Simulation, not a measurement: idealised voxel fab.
Herein follows the process module entitled voxel wiring stack.
Cross-section cut: width 260 nm, square cells of 5 nm.
We lay out every cross-section as a grid of square cells and spell it out in bands from the top down, where one band means one or more rows of cells.
Per band: top height and bottom height in nm, followed by the left-to-right materials and their widths in nm; "everywhere" marks a single material spanning edge to edge, "empty" marks empty space.
Zero point of the height axis is 0; under it, received wafer = one material. Lowest band: continues down indefinitely, "0 -> down".
With a width like "30->40", each row of cells in the band differs from the next by the same amount, the top row carrying the first number and the bottom row the second.
Step marked "nothing was modified"? Then no cell in the cross-section changed in it.
Enclosed voids (no open way to top), threshold 8 cells or more, entry "Enclosed void catalog", notation width x height at distance, distance from left edge, nm.
Formally, on a step line, whatever follows the settings is a remark that the simulator itself makes on the step.
Among the settings permitted on a step's line is "overlay nm"; applied to a step with a mask, it specifies the extent to which the mask lay to the right of its planned position, whereas a negative figure signifies a position to the left.
The process steps that were planned are listed below:
1) RECEIVE,material Si
2) CONFORMAL_DEP,material SiO2,thk nm 10
3) DIRECTIONAL_DEP,material TiN,thk nm 5
4) DIRECTIONAL_DEP,material Ru,thk nm 25
5) MASKED_ETCH,tone cover,mask id METAL_1,width nm 25,pitch nm 45,etch materials Ru,depth nm 25,overlay nm 0
6) MASKED_ETCH,tone cover,mask id METAL_1,width nm 25,pitch nm 45,etch materials TiN,depth nm 5,overlay nm 0
7) FILL_DEP,material lowk,thk nm 10
8) CMP,height nm 40
9) CONFORMAL_DEP,material SiCN,thk nm 5
10) DIRECTIONAL_DEP,material lowk,thk nm 30
11) PATTERN,tone open,mask id METAL_2,material resist,width nm 25,pitch nm 45,thk nm 20,overlay nm 0
12) DIRECTIONAL_ETCH,etch materials lowk,depth nm 20
13) STRIP,etch materials resist
14) PATTERN,tone open,mask id METAL_2_HOLES,material resist,width nm 15,pitch nm 45,thk nm 15,overlay nm 0
15) DIRECTIONAL_ETCH,etch materials lowk,depth nm 10
16) DIRECTIONAL_ETCH,etch materials SiCN,depth nm 5
17) STRIP,etch materials resist
18) CONFORMAL_DEP,material TiN,thk nm 5
19) FILL_DEP,material Ru,thk nm 5
20) CMP,height nm 75
21) CONFORMAL_DEP,material SiCN,thk nm 5
22) DIRECTIONAL_DEP,material lowk,thk nm 10
23) DIRECTIONAL_DEP,material aC,thk nm 10
24) PATTERN,tone open,mask id PLUG_2,material resist,width nm 15,pitch nm 45,thk nm 30,overlay nm 0
25) DIRECTIONAL_ETCH,etch materials aC,depth nm 10
26) STRIP,etch materials resist
27) DIRECTIONAL_ETCH,etch materials lowk,depth nm 10
28) DIRECTIONAL_ETCH,etch materials SiCN,depth nm 5
29) STRIP,etch materials aC
30) EPI,material Ru,thk nm 10
31) EPI,material Ru,thk nm 5
32) DIRECTIONAL_DEP,material TiN,thk nm 5
33) DIRECTIONAL_DEP,material W,thk nm 25
34) PATTERN,tone cover,mask id METAL_3,material resist,width nm 25,pitch nm 45,thk nm 20,overlay nm 0
35) DIRECTIONAL_ETCH,etch materials W,depth nm 25
36) DIRECTIONAL_ETCH,etch materials TiN,depth nm 5
37) STRIP,etch materials resist
38) FILL_DEP,material lowk,thk nm 10
39) CMP,height nm 120
40) CONFORMAL_DEP,material SiN,thk nm 5
First wafer out of two, processed as planned:
Step 1 complete: cross-section of the wafer as received:
    0 -> down = Si everywhere
    Enclosed void catalog: none
You're looking at a cross-section of the wafer after step 2:
    10 -> 0 = SiO2 everywhere
    Below 0, no change.
You're looking at a cross-section of the wafer after step 3:
    15 -> 10 = TiN everywhere
    Below 10, no change.
You're looking at a cross-section of the wafer after step 4:
    40 -> 15 = Ru everywhere
    Below 15, no change.
You're looking at a cross-section of the wafer after step 5:
    40 -> 15 = 95 nm empty | 25 nm Ru | 20 nm empty | 25 nm Ru | 95 nm empty
    Below 15, no change.
You're looking at a cross-section of the wafer after step 6:
    40 -> 15 = 95 nm empty | 25 nm Ru | 20 nm empty | 25 nm Ru | 95 nm empty
    15 -> 10 = 95 nm empty | 25 nm TiN | 20 nm empty | 25 nm TiN | 95 nm empty
    Below 10, no change.
You're looking at a cross-section of the wafer after step 7:
    50 -> 40 = lowk everywhere
    40 -> 15 = 95 nm lowk | 25 nm Ru | 20 nm lowk | 25 nm Ru | 95 nm lowk
    15 -> 10 = 95 nm lowk | 25 nm TiN | 20 nm lowk | 25 nm TiN | 95 nm lowk
    Below 10, no change.
You're looking at a cross-section of the wafer after step 8:
    40 -> 15 = 95 nm lowk | 25 nm Ru | 20 nm lowk | 25 nm Ru | 95 nm lowk
    Below 15, no change.
You're looking at a cross-section of the wafer after step 9:
    45 -> 40 = SiCN everywhere
    Below 40, no change.
You're looking at a cross-section of the wafer after step 10:
    75 -> 45 = lowk everywhere
    Below 45, no change.
You're looking at a cross-section of the wafer after step 11:
    95 -> 75 = 95 nm resist | 25 nm empty | 20 nm resist | 25 nm empty | 95 nm resist
    Below 75, no change.
You're looking at a cross-section of the wafer after step 12:
    95 -> 75 = 95 nm resist | 25 nm empty | 20 nm resist | 25 nm empty | 95 nm resist
    75 -> 55 = 95 nm lowk | 25 nm empty | 20 nm lowk | 25 nm empty | 95 nm lowk
    Below 55, no change.
You're looking at a cross-section of the wafer after step 13:
    75 -> 55 = 95 nm lowk | 25 nm empty | 20 nm lowk | 25 nm empty | 95 nm lowk
    Below 55, no change.
You're looking at a cross-section of the wafer after step 14:
    90 -> 75 = 95 nm resist | 15 nm empty | 30 nm resist | 15 nm empty | 105 nm resist
    75 -> 55 = 95 nm lowk | 15 nm empty | 10 nm resist | 20 nm lowk | 15 nm empty | 10 nm resist | 95 nm lowk
    Below 55, no change.
You're looking at a cross-section of the wafer after step 15:
    90 -> 75 = 95 nm resist | 15 nm empty | 30 nm resist | 15 nm empty | 105 nm resist
    75 -> 55 = 95 nm lowk | 15 nm empty | 10 nm resist | 20 nm lowk | 15 nm empty | 10 nm resist | 95 nm lowk
    55 -> 45 = 95 nm lowk | 15 nm empty | 30 nm lowk | 15 nm empty | 105 nm lowk
    Below 45, no change.
You're looking at a cross-section of the wafer after step 16:
    90 -> 75 = 95 nm resist | 15 nm empty | 30 nm resist | 15 nm empty | 105 nm resist
    75 -> 55 = 95 nm lowk | 15 nm empty | 10 nm resist | 20 nm lowk | 15 nm empty | 10 nm resist | 95 nm lowk
    55 -> 45 = 95 nm lowk | 15 nm empty | 30 nm lowk | 15 nm empty | 105 nm lowk
    45 -> 40 = 95 nm SiCN | 15 nm empty | 30 nm SiCN | 15 nm empty | 105 nm SiCN
    Below 40, no change.
You're looking at a cross-section of the wafer after step 17:
    75 -> 55 = 95 nm lowk | 25 nm empty | 20 nm lowk | 25 nm empty | 95 nm lowk
    Below 55, no change.
You're looking at a cross-section of the wafer after step 18:
    80 -> 75 = 100 nm TiN | 15 nm empty | 30 nm TiN | 15 nm empty | 100 nm TiN
    75 -> 60 = 95 nm lowk | 5 nm TiN | 15 nm empty | 5 nm TiN | 20 nm lowk | 5 nm TiN | 15 nm empty | 5 nm TiN | 95 nm lowk
    60 -> 55 = 95 nm lowk | 5 nm TiN | 5 nm empty | 15 nm TiN | 20 nm lowk | 5 nm TiN | 5 nm empty | 15 nm TiN | 95 nm lowk
    55 -> 45 = 95 nm lowk | 5 nm TiN | 5 nm empty | 5 nm TiN | 30 nm lowk | 5 nm TiN | 5 nm empty | 5 nm TiN | 105 nm lowk
    45 -> 40 = 95 nm SiCN | 15 nm TiN | 30 nm SiCN | 15 nm TiN | 105 nm SiCN
    Below 40, no change.
You're looking at a cross-section of the wafer after step 19:
    85 -> 80 = Ru everywhere
    80 -> 75 = 100 nm TiN | 15 nm Ru | 30 nm TiN | 15 nm Ru | 100 nm TiN
    75 -> 60 = 95 nm lowk | 5 nm TiN | 15 nm Ru | 5 nm TiN | 20 nm lowk | 5 nm TiN | 15 nm Ru | 5 nm TiN | 95 nm lowk
    60 -> 55 = 95 nm lowk | 5 nm TiN | 5 nm Ru | 15 nm TiN | 20 nm lowk | 5 nm TiN | 5 nm Ru | 15 nm TiN | 95 nm lowk
    55 -> 45 = 95 nm lowk | 5 nm TiN | 5 nm Ru | 5 nm TiN | 30 nm lowk | 5 nm TiN | 5 nm Ru | 5 nm TiN | 105 nm lowk
    Below 45, no change.
You're looking at a cross-section of the wafer after step 20:
    75 -> 60 = 95 nm lowk | 5 nm TiN | 15 nm Ru | 5 nm TiN | 20 nm lowk | 5 nm TiN | 15 nm Ru | 5 nm TiN | 95 nm lowk
    Below 60, no change.
You're looking at a cross-section of the wafer after step 21:
    80 -> 75 = SiCN everywhere
    Below 75, no change.
You're looking at a cross-section of the wafer after step 22:
    90 -> 80 = lowk everywhere
    Below 80, no change.
You're looking at a cross-section of the wafer after step 23:
    100 -> 90 = aC everywhere
    Below 90, no change.
You're looking at a cross-section of the wafer after step 24:
    130 -> 100 = 95 nm resist | 15 nm empty | 30 nm resist | 15 nm empty | 105 nm resist
    Below 100, no change.
You're looking at a cross-section of the wafer after step 25:
    120 -> 100 = 95 nm resist | 15 nm empty | 30 nm resist | 15 nm empty | 105 nm resist
    100 -> 90 = 95 nm aC | 15 nm empty | 30 nm aC | 15 nm empty | 105 nm aC
    Below 90, no change.
You're looking at a cross-section of the wafer after step 26:
    100 -> 90 = 95 nm aC | 15 nm empty | 30 nm aC | 15 nm empty | 105 nm aC
    Below 90, no change.
You're looking at a cross-section of the wafer after step 27:
    100 -> 90 = 95 nm aC | 15 nm empty | 30 nm aC | 15 nm empty | 105 nm aC
    90 -> 80 = 95 nm lowk | 15 nm empty | 30 nm lowk | 15 nm empty | 105 nm lowk
    Below 80, no change.
You're looking at a cross-section of the wafer after step 28:
    100 -> 90 = 95 nm aC | 15 nm empty | 30 nm aC | 15 nm empty | 105 nm aC
    90 -> 80 = 95 nm lowk | 15 nm empty | 30 nm lowk | 15 nm empty | 105 nm lowk
    80 -> 75 = 95 nm SiCN | 15 nm empty | 30 nm SiCN | 15 nm empty | 105 nm SiCN
    Below 75, no change.
You're looking at a cross-section of the wafer after step 29:
    90 -> 80 = 95 nm lowk | 15 nm empty | 30 nm lowk | 15 nm empty | 105 nm lowk
    Below 80, no change.
You're looking at a cross-section of the wafer after step 30:
    90 -> 85 = 95 nm lowk | 15 nm empty | 30 nm lowk | 15 nm empty | 105 nm lowk
    85 -> 80 = 95 nm lowk | 15 nm Ru | 30 nm lowk | 15 nm Ru | 105 nm lowk
    80 -> 75 = 95 nm SiCN | 15 nm Ru | 30 nm SiCN | 15 nm Ru | 105 nm SiCN
    Below 75, no change.
You're looking at a cross-section of the wafer after step 31:
    90 -> 80 = 95 nm lowk | 15 nm Ru | 30 nm lowk | 15 nm Ru | 105 nm lowk
    Below 80, no change.
You're looking at a cross-section of the wafer after step 32:
    95 -> 90 = TiN everywhere
    Below 90, no change.
You're looking at a cross-section of the wafer after step 33:
    120 -> 95 = W everywhere
    Below 95, no change.
You're looking at a cross-section of the wafer after step 34:
    140 -> 120 = 95 nm empty | 25 nm resist | 20 nm empty | 25 nm resist | 95 nm empty
    Below 120, no change.
You're looking at a cross-section of the wafer after step 35:
    140 -> 120 = 95 nm empty | 25 nm resist | 20 nm empty | 25 nm resist | 95 nm empty
    120 -> 95 = 95 nm empty | 25 nm W | 20 nm empty | 25 nm W | 95 nm empty
    Below 95, no change.
You're looking at a cross-section of the wafer after step 36:
    140 -> 120 = 95 nm empty | 25 nm resist | 20 nm empty | 25 nm resist | 95 nm empty
    120 -> 95 = 95 nm empty | 25 nm W | 20 nm empty | 25 nm W | 95 nm empty
    95 -> 90 = 95 nm empty | 25 nm TiN | 20 nm empty | 25 nm TiN | 95 nm empty
    Below 90, no change.
You're looking at a cross-section of the wafer after step 37:
    120 -> 95 = 95 nm empty | 25 nm W | 20 nm empty | 25 nm W | 95 nm empty
    Below 95, no change.
You're looking at a cross-section of the wafer after step 38:
    130 -> 120 = lowk everywhere
    120 -> 95 = 95 nm lowk | 25 nm W | 20 nm lowk | 25 nm W | 95 nm lowk
    95 -> 90 = 95 nm lowk | 25 nm TiN | 20 nm lowk | 25 nm TiN | 95 nm lowk
    Below 90, no change.
You're looking at a cross-section of the wafer after step 39:
    120 -> 95 = 95 nm lowk | 25 nm W | 20 nm lowk | 25 nm W | 95 nm lowk
    Below 95, no change.
You're looking at a cross-section of the wafer after step 40:
    125 -> 120 = SiN everywhere
    Below 120, no change.
Wafer two: like wafer one in start and plan, but with one mistake in execution; identical up to and including step 23:
Second wafer profile in section, at the moment step 24 of the plan was meant to be complete:
    130 -> 100 = 90 nm resist | 25 nm empty | 20 nm resist | 25 nm empty | 100 nm resist
    Below 100, no change.
Second wafer profile in section, at the moment step 25 of the plan was meant to be complete:
    120 -> 100 = 90 nm resist | 25 nm empty | 20 nm resist | 25 nm empty | 100 nm resist
    100 -> 90 = 90 nm aC | 25 nm empty | 20 nm aC | 25 nm empty | 100 nm aC
    Below 90, no change.
Second wafer profile in section, at the moment step 26 of the plan was meant to be complete:
    100 -> 90 = 90 nm aC | 25 nm empty | 20 nm aC | 25 nm empty | 100 nm aC
    Below 90, no change.
Second wafer profile in section, at the moment step 27 of the plan was meant to be complete:
    100 -> 90 = 90 nm aC | 25 nm empty | 20 nm aC | 25 nm empty | 100 nm aC
    90 -> 80 = 90 nm lowk | 25 nm empty | 20 nm lowk | 25 nm empty | 100 nm lowk
    Below 80, no change.
Second wafer profile in section, at the moment step 28 of the plan was meant to be complete:
    100 -> 90 = 90 nm aC | 25 nm empty | 20 nm aC | 25 nm empty | 100 nm aC
    90 -> 80 = 90 nm lowk | 25 nm empty | 20 nm lowk | 25 nm empty | 100 nm lowk
    80 -> 75 = 90 nm SiCN | 25 nm empty | 20 nm SiCN | 25 nm empty | 100 nm SiCN
    Below 75, no change.
Second wafer profile in section, at the moment step 29 of the plan was meant to be complete:
    90 -> 80 = 90 nm lowk | 25 nm empty | 20 nm lowk | 25 nm empty | 100 nm lowk
    Below 80, no change.
Second wafer profile in section, at the moment step 30 of the plan was meant to be complete:
    90 -> 85 = 90 nm lowk | 25 nm empty | 20 nm lowk | 25 nm empty | 100 nm lowk
    85 -> 80 = 90 nm lowk | 25 nm Ru | 20 nm lowk | 25 nm Ru | 100 nm lowk
    80 -> 75 = 90 nm SiCN | 25 nm Ru | 20 nm SiCN | 25 nm Ru | 100 nm SiCN
    Below 75, no change.
Second wafer profile in section, at the moment step 31 of the plan was meant to be complete:
    90 -> 80 = 90 nm lowk | 25 nm Ru | 20 nm lowk | 25 nm Ru | 100 nm lowk
    Below 80, no change.
Second wafer profile in section, at the moment step 32 of the plan was meant to be complete:
    95 -> 90 = TiN everywhere
    Below 90, no change.
Second wafer profile in section, at the moment step 33 of the plan was meant to be complete:
    120 -> 95 = W everywhere
    Below 95, no change.
Second wafer profile in section, at the moment step 34 of the plan was meant to be complete:
    140 -> 120 = 95 nm empty | 25 nm resist | 20 nm empty | 25 nm resist | 95 nm empty
    Below 120, no change.
Second wafer profile in section, at the moment step 35 of the plan was meant to be complete:
    140 -> 120 = 95 nm empty | 25 nm resist | 20 nm empty | 25 nm resist | 95 nm empty
    120 -> 95 = 95 nm empty | 25 nm W | 20 nm empty | 25 nm W | 95 nm empty
    Below 95, no change.
Second wafer profile in section, at the moment step 36 of the plan was meant to be complete:
    140 -> 120 = 95 nm empty | 25 nm resist | 20 nm empty | 25 nm resist | 95 nm empty
    120 -> 95 = 95 nm empty | 25 nm W | 20 nm empty | 25 nm W | 95 nm empty
    95 -> 90 = 95 nm empty | 25 nm TiN | 20 nm empty | 25 nm TiN | 95 nm empty
    Below 90, no change.
Second wafer profile in section, at the moment step 37 of the plan was meant to be complete:
    120 -> 95 = 95 nm empty | 25 nm W | 20 nm empty | 25 nm W | 95 nm empty
    Below 95, no change.
Second wafer profile in section, at the moment step 38 of the plan was meant to be complete:
    130 -> 120 = lowk everywhere
    120 -> 95 = 95 nm lowk | 25 nm W | 20 nm lowk | 25 nm W | 95 nm lowk
    95 -> 90 = 95 nm lowk | 25 nm TiN | 20 nm lowk | 25 nm TiN | 95 nm lowk
    Below 90, no change.
Second wafer profile in section, at the moment step 39 of the plan was meant to be complete:
    120 -> 95 = 95 nm lowk | 25 nm W | 20 nm lowk | 25 nm W | 95 nm lowk
    Below 95, no change.
Second wafer profile in section, at the moment step 40 of the plan was meant to be complete:
    125 -> 120 = SiN everywhere
    Below 120, no change.
Error vs. plan: contrary to plan, step 24 was performed as PATTERN,tone open,mask id PLUG_2,material resist,width nm 25,pitch nm 45,thk nm 30,overlay nm 0
Wrapping up, a cell-based count of both wafers puts the second over or under the first for these materials: Ru +12, SiCN -4, lowk -8
